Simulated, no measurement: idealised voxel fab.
The document below concerns the process module designated voxel fin reveal.
The cross-section shown here is cut; it is 180 nm wide and divided into square cells measuring 5 nm on a side.
When this document writes out a cross-section, it uses a grid of square cells and lists it as bands, beginning at the top and moving down, with a band standing for one or more rows of cells.
Quick guide to a band line: top height, bottom height (nm) up front; then every material left to right with its width in nm. Only one material and it's marked "throughout"? Then it fills the band edge to edge. And "blank" just means empty space.
We count height from 0. Below that, the starting wafer is all one material. The lowest band never ends at the bottom but goes on down; see "0 -> down" for how that is written.
The notation "30..40" denotes a width that varies across the rows of cells in the band, beginning at the first number in the top row, finishing at the second number in the bottom row, and changing by an identical amount from each row to the next.
Where a step carries "stayed the same", the cross-section came out of it unchanged, cell for cell.
Voids not open to the top, 8 cells minimum: see "Closed cavity list". Written width x height at distance; distance is from the left edge; nm.
after a step's settings: what the simulator itself notes on the step
"overlay nm" on a masked step: distance the mask lay right of its planned place, negative for left.
So here's the lineup of process steps we planned:
1) RECEIVE [material Si]
2) CONFORMAL_DEP [material SiN] [thk nm 10]
3) MASKED_ETCH [tone cover] [mask id FINS] [width nm 15] [pitch nm 40] [etch materials SiN] [depth nm 10] [overlay nm 0]
4) MASKED_ETCH [tone cover] [mask id FINS] [width nm 15] [pitch nm 40] [etch materials Si] [depth nm 30] [overlay nm 0]
5) FILL_DEP [material SiO2] [thk nm 5]
6) CMP [height nm 10]
7) SELECTIVE_ETCH [etch materials SiO2] [depth nm 25]
8) STRIP [etch materials SiN]
The following pertains to the first of two wafers, which was processed as planned:
Cross-section, incoming material, after step 1:
- 0 -> down = Si throughout
- Closed cavity list: none
Step 2 complete: cross-section through the wafer:
- 10 -> 0 = SiN throughout
- For the remainder of the cross-section, below 0, there is no change.
Step 3 complete: cross-section through the wafer:
- 10 -> 0 = 60 of blank, then 15 of SiN, then 25 of blank, then 15 of SiN, then 65 of blank
- For the remainder of the cross-section, below 0, there is no change.
Step 4 complete: cross-section through the wafer:
- 10 -> 0 = 60 of blank, then 15 of SiN, then 25 of blank, then 15 of SiN, then 65 of blank
- 0 -> -30 = 60 of blank, then 15 of Si, then 25 of blank, then 15 of Si, then 65 of blank
- For the remainder of the cross-section, below -30, there is no change.
Step 5 complete: cross-section through the wafer:
- 15 -> 10 = SiO2 throughout
- 10 -> 0 = 60 of SiO2, then 15 of SiN, then 25 of SiO2, then 15 of SiN, then 65 of SiO2
- 0 -> -30 = 60 of SiO2, then 15 of Si, then 25 of SiO2, then 15 of Si, then 65 of SiO2
- For the remainder of the cross-section, below -30, there is no change.
Step 6 complete: cross-section through the wafer:
- 10 -> 0 = 60 of SiO2, then 15 of SiN, then 25 of SiO2, then 15 of SiN, then 65 of SiO2
- For the remainder of the cross-section, below 0, there is no change.
Step 7 complete: cross-section through the wafer:
- 10 -> 0 = 60 of blank, then 15 of SiN, then 25 of blank, then 15 of SiN, then 65 of blank
- 0 -> -15 = 60 of blank, then 15 of Si, then 25 of blank, then 15 of Si, then 65 of blank
- For the remainder of the cross-section, below -15, there is no change.
Step 8 complete: cross-section through the wafer:
- 0 -> -15 = 60 of blank, then 15 of Si, then 25 of blank, then 15 of Si, then 65 of blank
- For the remainder of the cross-section, below -15, there is no change.
Second wafer, same starting conditions and recipe as the first, one mistake in executing it, nothing differs from the first up to and including step 3:
Cross-section of the second wafer when, according to plan, step 4 should have finished:
- 10 -> 0 = 60 of blank, then 15 of SiN, then 25 of blank, then 15 of SiN, then 65 of blank
- 0 -> -60 = 60 of blank, then 15 of Si, then 25 of blank, then 15 of Si, then 65 of blank
- For the remainder of the cross-section, below -60, there is no change.
Cross-section of the second wafer when, according to plan, step 5 should have finished:
- 15 -> 10 = SiO2 throughout
- 10 -> 0 = 60 of SiO2, then 15 of SiN, then 25 of SiO2, then 15 of SiN, then 65 of SiO2
- 0 -> -60 = 60 of SiO2, then 15 of Si, then 25 of SiO2, then 15 of Si, then 65 of SiO2
- For the remainder of the cross-section, below -60, there is no change.
Cross-section of the second wafer when, according to plan, step 6 should have finished:
- 10 -> 0 = 60 of SiO2, then 15 of SiN, then 25 of SiO2, then 15 of SiN, then 65 of SiO2
- For the remainder of the cross-section, below 0, there is no change.
Cross-section of the second wafer when, according to plan, step 7 should have finished:
- 10 -> 0 = 60 of blank, then 15 of SiN, then 25 of blank, then 15 of SiN, then 65 of blank
- 0 -> -15 = 60 of blank, then 15 of Si, then 25 of blank, then 15 of Si, then 65 of blank
- For the remainder of the cross-section, below -15, there is no change.
Cross-section of the second wafer when, according to plan, step 8 should have finished:
- 0 -> -15 = 60 of blank, then 15 of Si, then 25 of blank, then 15 of Si, then 65 of blank
- For the remainder of the cross-section, below -15, there is no change.
Diagnosis: regarding the plan, step 4 was run twice
Once processing is complete, comparing cell counts shows that the second wafer has more or fewer of certain materials than the first: 180 fewer of Si, 180 more of SiO2
